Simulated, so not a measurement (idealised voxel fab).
The following is a process module called voxel self aligned vias.
Each square cell in cross-section cut measures 5 nm, and the section as a whole is 250 nm wide.
In what follows, cross-sections appear as grids of square cells, described through bands that run from the top down, where every band is one or more rows of cells.
Band: top height; bottom height; in nm. Then, left to right: material with width in nm, for each material. "everywhere": a single material spanning edge to edge. "blank": empty space.
Beneath 0, the wafer as received is one material, and that level is where height counting begins. The lowest band goes on downward without a bottom; it is written like "0 -> down".
When a width is written as two numbers, as in "30 to 40", the first number is the width in the top row of cells of the band and the second is the width in its bottom row, and the width changes by the same amount from each row to the next.
"changes: none" after a step means that no cell of the cross-section changed.
This entry, "Encapsulated voids", enumerates those empty regions of no fewer than 8 cells that possess no open connection to the top. Each region is reported in the form width x height at distance, the distance being taken from the left edge, with all three quantities expressed in nm.
What comes after the settings on a step's line is commentary from the simulator itself on that step.
You can add "overlay nm" to a step's line. For a step with a mask, it describes how far the mask lay to the right of its planned position, and a negative number describes a lay to the left.
Intended process steps:
1 RECEIVE (material Si)
2 CONFORMAL_DEP (material SiO2; thk nm 15)
3 CONFORMAL_DEP (material SiCN; thk nm 5)
4 DIRECTIONAL_DEP (material SiO2; thk nm 30)
5 DIRECTIONAL_DEP (material aC; thk nm 15)
6 PATTERN (tone open; mask id LINES; material resist; width nm 30; pitch nm 75; thk nm 35; overlay nm 0)
7 DIRECTIONAL_ETCH (etch materials aC; depth nm 15)
8 STRIP (etch materials resist)
9 DIRECTIONAL_ETCH (etch materials SiO2; depth nm 30)
10 STRIP (etch materials aC)
11 CONFORMAL_DEP (material TiN; thk nm 5)
12 FILL_DEP (material W; thk nm 10)
13 CMP (height nm 50)
14 SELECTIVE_ETCH (etch materials W Ru TiN; depth nm 5)
15 FILL_DEP (material SiN; thk nm 5)
16 CMP (height nm 50)
17 DIRECTIONAL_DEP (material SiO2; thk nm 20)
18 PATTERN (tone open; mask id VIAS; material resist; width nm 50; pitch nm 150; thk nm 15; overlay nm 0)
19 DIRECTIONAL_ETCH (etch materials SiO2; depth nm 20)
20 DIRECTIONAL_ETCH (etch materials SiN; depth nm 5)
21 STRIP (etch materials resist)
22 CONFORMAL_DEP (material TiN; thk nm 5)
23 FILL_DEP (material Cu; thk nm 10)
24 CMP (height nm 70)
25 CONFORMAL_DEP (material SiN; thk nm 5)
As-received wafer cross-section (after step 1):
    0 -> down: Si everywhere
    Encapsulated voids: none
This is how the wafer looks in cross-section once the module is done, given the starting state and plan above and one mistake in carrying the plan out:
    75 -> 70: SiN everywhere
    70 -> 50: 25 SiO2, then 5 TiN, then 40 Cu, then 5 TiN, then 100 SiO2, then 5 TiN, then 40 Cu, then 5 TiN, then 25 SiO2
    50 -> 45: 25 SiN, then 50 TiN, then 100 SiN, then 50 TiN, then 25 SiN
    45 -> 25: 35 SiO2, then 5 TiN, then 20 W, then 5 TiN, then 45 SiO2, then 5 TiN, then 20 W, then 5 TiN, then 45 SiO2, then 5 TiN, then 20 W, then 5 TiN, then 35 SiO2
    25 -> 20: 35 SiO2, then 30 TiN, then 45 SiO2, then 30 TiN, then 45 SiO2, then 30 TiN, then 35 SiO2
    20 -> 15: SiCN everywhere
    15 -> 0: SiO2 everywhere
    0 -> down: Si everywhere
    Encapsulated voids: none
What broke from the plan during processing? step 4 was not run as planned; what actually ran was DIRECTIONAL_DEP (material SiO2; thk nm 25)
